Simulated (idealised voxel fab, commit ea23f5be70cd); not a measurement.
process module | voxel fin reveal
cross-section cut | 295 nm wide | cells 5 nm
A cross-section is a grid of square cells, given in bands from the top down. A band is one or more rows of cells.
Each band's line starts with the height of the band's top and of its bottom, in nm. Then come its materials from left to right, each with its width in nm. One material with "throughout" fills the band from edge to edge. "air" is empty space.
Height 0 is the level under which the wafer as received is all one material. The lowest band goes on downwards, as in "0 down".
A width such as "30 to 40" changes by the same amount from each row of cells to the next, from the band's top row to its bottom row.
"no change" after a step means that no cell of the cross-section changed.
closed voids: empty space of 8 cells or more with no open way to the top, each as width x height at its distance from the left edge, in nm
after a step's settings: what the simulator itself notes on the step
overlay nm, on a step with a mask: how far to the right of its planned place the mask lay; to the left if negative
plan
1 op RECEIVE | material Si
2 op CONFORMAL_DEP | material SiN | thk nm 5
3 op PATTERN | tone cover | mask id FINS | material resist | width nm 15 | pitch nm 40 | thk nm 15 | overlay nm 0
4 op DIRECTIONAL_ETCH | etch materials SiN | depth nm 5
5 op DIRECTIONAL_ETCH | etch materials Si | depth nm 40
6 op STRIP | etch materials resist
7 op FILL_DEP | material SiO2 | thk nm 5
8 op CMP | height nm 5
9 op SELECTIVE_ETCH | etch materials SiO2 | depth nm 30
10 op STRIP | etch materials SiN
11 op CONFORMAL_DEP | material SiO2 | thk nm 5
as received, after step 1
  0 down: Si throughout
  closed voids: none
a wafer at the end: this start, this plan, one mistake
  5 to 0: air 75 | SiN 25 | air 15 | SiN 25 | air 15 | SiN 25 | air 15 | SiN 25 | air 75
  0 to -20: air 75 | SiN 5 | Si 15 | SiN 5 | air 15 | SiN 5 | Si 15 | SiN 5 | air 15 | SiN 5 | Si 15 | SiN 5 | air 15 | SiN 5 | Si 15 | SiN 5 | air 75
  -20 to -25: SiN 80 | Si 15 | SiN 25 | Si 15 | SiN 25 | Si 15 | SiN 25 | Si 15 | SiN 80
  -25 to -40: SiO2 80 | Si 15 | SiO2 25 | Si 15 | SiO2 25 | Si 15 | SiO2 25 | Si 15 | SiO2 80
  -40 down: Si throughout
  closed voids: none
what went wrong: step 11 ran as: op CONFORMAL_DEP | material SiN | thk nm 5
